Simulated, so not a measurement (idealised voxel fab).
The name of this process module is voxel ribs on slabs.
Square cells of 5 nm make up the cross-section cut, whose width is 185 nm.
We lay out every cross-section as a grid of square cells and spell it out in bands from the top down, where one band means one or more rows of cells. Band: top height; bottom height; in nm. Then, left to right: material with width in nm, for each material. "edge to edge": a single material spanning edge to edge. "empty": empty space. Where do heights start? At 0: under that level the wafer as delivered is made of one material only. And the lowest band has no floor; it just carries on downward, as in "top 0, no bottom". The two numbers in a width such as "30 to 40" mark its ends across the band: the first belongs to the top row of cells, the second to the bottom row, and from each row to the next the width moves by the same amount. What does "no modifications" mean for a step? It means no cell of the cross-section changed in that step. Empty spaces without an open route to the top, at least 8 cells in extent, make up the entry "Enclosed void catalog"; each is given as width x height at distance, where the distance is measured from the left edge, and all are in nm. The remark found on a step's line after its settings is issued by the simulator itself and pertains to that step. overlay nm: how far to the right of its planned place the mask lay on this masked step (negative: to the left). Layout of what follows: cross-section pairs, each bracketing one process step, the after cross-section shown only to the lowest band that changed, the step between and its settings noted under each pair. Pairs may originate in different runs of this module on the same starting wafer; a pair continues from the pair above only where its entry headed "Before the process" says so.
BEFORE THE PROCESS
    top 80, bottom 70 = W edge to edge
    top 70, bottom 50 = SiO2 edge to edge
    top 50, bottom 35 = 80 nm SiO2, 25 nm polySi, 80 nm SiO2
    top 35, bottom 30 = 55 nm SiO2, 75 nm polySi, 55 nm SiO2
    top 30, bottom 0 = SiO2 edge to edge
    top 0, no bottom = Si edge to edge
    Enclosed void catalog: none
POST-STEP GEOMETRY
    top 90, bottom 80 = polySi edge to edge
    Whatever lies below 80 is exactly as it was before.
    Enclosed void catalog: none
The step that takes the structure from the upper cross-section to the lower one is DIRECTIONAL_DEP [material polySi] [thk nm 10]
Before the process: this step begins from the cross-section that the pair just above shows after its step.
POST-STEP GEOMETRY
    top 120, bottom 90 = 75 nm empty, 35 nm resist, 75 nm empty
    Whatever lies below 90 is exactly as it was before.
    Enclosed void catalog: none
The step that takes the structure from the upper cross-section to the lower one is PATTERN [tone cover] [mask id HEATER] [material resist] [width nm 35] [thk nm 30] [overlay nm 0]
Before the process: this step begins from the cross-section that the pair just above shows after its step.
POST-STEP GEOMETRY
    top 110, bottom 90 = 75 nm empty, 35 nm resist, 75 nm empty
    Whatever lies below 90 is exactly as it was before.
    Enclosed void catalog: none
The step that takes the structure from the upper cross-section to the lower one is DIRECTIONAL_ETCH [etch materials aC] [depth nm 10]
Before the process: this step begins from the cross-section that the pair just above shows after its step.
POST-STEP GEOMETRY
    top 90, bottom 80 = polySi edge to edge
    Whatever lies below 80 is exactly as it was before.
    Enclosed void catalog: none
The step that takes the structure from the upper cross-section to the lower one is STRIP [etch materials resist]
Before the process: this step begins from the cross-section that the pair just above shows after its step.
POST-STEP GEOMETRY
    top 95, bottom 90 = SiN edge to edge
    Whatever lies below 90 is exactly as it was before.
    Enclosed void catalog: none
The step that takes the structure from the upper cross-section to the lower one is CONFORMAL_DEP [material SiN] [thk nm 5]
BEFORE THE PROCESS
    top 90, bottom 80 = aC edge to edge
    top 80, bottom 70 = W edge to edge
    top 70, bottom 50 = SiO2 edge to edge
    top 50, bottom 35 = 80 nm SiO2, 25 nm polySi, 80 nm SiO2
    top 35, bottom 30 = 55 nm SiO2, 75 nm polySi, 55 nm SiO2
    top 30, bottom 0 = SiO2 edge to edge
    top 0, no bottom = Si edge to edge
    Enclosed void catalog: none
POST-STEP GEOMETRY
    top 120, bottom 90 = 75 nm resist, 35 nm empty, 75 nm resist
    Whatever lies below 90 is exactly as it was before.
    Enclosed void catalog: none
The step that takes the structure from the upper cross-section to the lower one is PATTERN [tone open] [mask id HEATER] [material resist] [width nm 35] [thk nm 30] [overlay nm 0]
Before the process: this step begins from the cross-section that the pair just above shows after its step.
POST-STEP GEOMETRY
    top 110, bottom 90 = 75 nm resist, 35 nm empty, 75 nm resist
    top 90, bottom 80 = 75 nm aC, 35 nm empty, 75 nm aC
    Whatever lies below 80 is exactly as it was before.
    Enclosed void catalog: none
The step that takes the structure from the upper cross-section to the lower one is DIRECTIONAL_ETCH [etch materials aC] [depth nm 10]
Before the process: this step begins from the cross-section that the pair just above shows after its step.
POST-STEP GEOMETRY
    top 90, bottom 80 = 75 nm aC, 35 nm empty, 75 nm aC
    Whatever lies below 80 is exactly as it was before.
    Enclosed void catalog: none
The step that takes the structure from the upper cross-section to the lower one is STRIP [etch materials resist]
Before the process: this step begins from the cross-section that the pair just above shows after its step.
POST-STEP GEOMETRY
    top 90, bottom 80 = 75 nm aC, 35 nm empty, 75 nm aC
    top 80, bottom 70 = 75 nm W, 35 nm empty, 75 nm W
    Whatever lies below 70 is exactly as it was before.
    Enclosed void catalog: none
The step that takes the structure from the upper cross-section to the lower one is DIRECTIONAL_ETCH [etch materials W] [depth nm 10]
Before the process: this step begins from the cross-section that the pair just above shows after its step.
POST-STEP GEOMETRY
    top 80, bottom 70 = 75 nm W, 35 nm empty, 75 nm W
    Whatever lies below 70 is exactly as it was before.
    Enclosed void catalog: none
The step that takes the structure from the upper cross-section to the lower one is STRIP [etch materials aC]
Before the process: this step begins from the cross-section that the pair just above shows after its step.
POST-STEP GEOMETRY
    top 85, bottom 80 = 80 nm SiN, 25 nm empty, 80 nm SiN
    top 80, bottom 75 = 75 nm W, 5 nm SiN, 25 nm empty, 5 nm SiN, 75 nm W
    top 75, bottom 70 = 75 nm W, 35 nm SiN, 75 nm W
    Whatever lies below 70 is exactly as it was before.
    Enclosed void catalog: none
The step that takes the structure from the upper cross-section to the lower one is CONFORMAL_DEP [material SiN] [thk nm 5]
